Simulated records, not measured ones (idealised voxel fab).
process module | voxel wiring stack
cross-section cut | 175 nm wide | cells 5 nm
A cross-section is a grid of square cells, given in bands from the top down. A band is one or more rows of cells.
Each band's line starts with the height of the band's top and of its bottom, in nm. Then come its materials from left to right, each with its width in nm. One material with "throughout" fills the band from edge to edge. "air" is empty space.
Height 0 is the level under which the wafer as received is all one material. The lowest band goes on downwards, as in "0 down".
A width such as "30 to 40" changes by the same amount from each row of cells to the next, from the band's top row to its bottom row.
"no change" after a step means that no cell of the cross-section changed.
closed voids: empty space of 8 cells or more with no open way to the top, each as width x height at its distance from the left edge, in nm
after a step's settings: what the simulator itself notes on the step
overlay nm, on a step with a mask: how far to the right of its planned place the mask lay; to the left if negative
plan
1 op RECEIVE | material Si
2 op CONFORMAL_DEP | material SiO2 | thk nm 15
3 op DIRECTIONAL_DEP | material TiN | thk nm 5
4 op DIRECTIONAL_DEP | material Ru | thk nm 25
5 op DIRECTIONAL_DEP | material aC | thk nm 15
6 op PATTERN | tone cover | mask id METAL_1 | material resist | width nm 30 | pitch nm 50 | thk nm 30 | overlay nm 0
7 op DIRECTIONAL_ETCH | etch materials aC | depth nm 15
8 op STRIP | etch materials resist
9 op DIRECTIONAL_ETCH | etch materials Ru | depth nm 25
10 op DIRECTIONAL_ETCH | etch materials TiN | depth nm 5
11 op STRIP | etch materials aC
12 op FILL_DEP | material lowk | thk nm 10
13 op CMP | height nm 45
14 op CONFORMAL_DEP | material SiCN | thk nm 5
15 op DIRECTIONAL_DEP | material SiO2 | thk nm 30
16 op MASKED_ETCH | tone open | mask id METAL_2 | width nm 30 | pitch nm 50 | etch materials SiO2 | depth nm 15 | overlay nm 0
17 op PATTERN | tone open | mask id METAL_2_HOLES | material resist | width nm 15 | pitch nm 50 | thk nm 20 | overlay nm 0
18 op DIRECTIONAL_ETCH | etch materials SiO2 | depth nm 15
19 op DIRECTIONAL_ETCH | etch materials SiCN | depth nm 5
20 op STRIP | etch materials resist
21 op CONFORMAL_DEP | material TiN | thk nm 5
22 op FILL_DEP | material Ru | thk nm 10
23 op CMP | height nm 80
24 op CONFORMAL_DEP | material SiCN | thk nm 5
25 op DIRECTIONAL_DEP | material lowk | thk nm 10
26 op PATTERN | tone open | mask id PLUG_2 | material resist | width nm 15 | thk nm 20 | overlay nm 0
27 op DIRECTIONAL_ETCH | etch materials lowk | depth nm 10
28 op DIRECTIONAL_ETCH | etch materials SiCN | depth nm 5
29 op STRIP | etch materials resist
30 op EPI | material Ru | thk nm 10
31 op EPI | material Ru | thk nm 5
32 op DIRECTIONAL_DEP | material TiN | thk nm 5
33 op DIRECTIONAL_DEP | material Ru | thk nm 20
34 op DIRECTIONAL_DEP | material aC | thk nm 10
35 op PATTERN | tone cover | mask id METAL_3 | material resist | width nm 30 | pitch nm 50 | thk nm 30 | overlay nm 0
36 op DIRECTIONAL_ETCH | etch materials aC | depth nm 10
37 op STRIP | etch materials resist
38 op DIRECTIONAL_ETCH | etch materials Ru | depth nm 20
39 op DIRECTIONAL_ETCH | etch materials TiN | depth nm 5
40 op STRIP | etch materials aC
41 op FILL_DEP | material lowk | thk nm 5
42 op CMP | height nm 120
43 op CONFORMAL_DEP | material SiCN | thk nm 5
as received, after step 1
  0 down: Si throughout
  closed voids: none
first wafer at the end, as planned
  125 to 120: SiCN throughout
  120 to 100: lowk 45 | Ru 30 | lowk 20 | Ru 30 | lowk 50
  100 to 95: lowk 45 | TiN 30 | lowk 20 | TiN 30 | lowk 50
  95 to 85: lowk 45 | Ru 15 | lowk 115
  85 to 80: SiCN 45 | Ru 15 | SiCN 115
  80 to 70: SiO2 45 | TiN 5 | Ru 20 | TiN 5 | SiO2 20 | TiN 5 | Ru 20 | TiN 5 | SiO2 50
  70 to 65: SiO2 45 | TiN 5 | Ru 5 | TiN 20 | SiO2 20 | TiN 5 | Ru 5 | TiN 20 | SiO2 50
  65 to 50: SiO2 45 | TiN 5 | Ru 5 | TiN 5 | SiO2 35 | TiN 5 | Ru 5 | TiN 5 | SiO2 65
  50 to 45: SiCN 45 | TiN 15 | SiCN 35 | TiN 15 | SiCN 65
  45 to 20: lowk 45 | Ru 30 | lowk 20 | Ru 30 | lowk 50
  20 to 15: lowk 45 | TiN 30 | lowk 20 | TiN 30 | lowk 50
  15 to 0: SiO2 throughout
  0 down: Si throughout
  closed voids: none
second wafer at the end: like start, like plan, one mistake
  125 to 120: SiCN throughout
  120 to 100: lowk 45 | Ru 30 | lowk 20 | Ru 30 | lowk 50
  100 to 95: lowk throughout
  95 to 85: lowk 45 | Ru 15 | lowk 115
  85 to 80: SiCN 45 | Ru 15 | SiCN 115
  80 to 70: SiO2 45 | TiN 5 | Ru 20 | TiN 5 | SiO2 20 | TiN 5 | Ru 20 | TiN 5 | SiO2 50
  70 to 65: SiO2 45 | TiN 5 | Ru 5 | TiN 20 | SiO2 20 | TiN 5 | Ru 5 | TiN 20 | SiO2 50
  65 to 50: SiO2 45 | TiN 5 | Ru 5 | TiN 5 | SiO2 35 | TiN 5 | Ru 5 | TiN 5 | SiO2 65
  50 to 45: SiCN 45 | TiN 15 | SiCN 35 | TiN 15 | SiCN 65
  45 to 20: lowk 45 | Ru 30 | lowk 20 | Ru 30 | lowk 50
  20 to 15: lowk 45 | TiN 30 | lowk 20 | TiN 30 | lowk 50
  15 to 0: SiO2 throughout
  0 down: Si throughout
  closed voids: none
what went wrong: step 32 ran as: op DIRECTIONAL_DEP | material lowk | thk nm 5
at the end the second wafer has, in cells: 12 fewer of TiN | 12 more of lowk
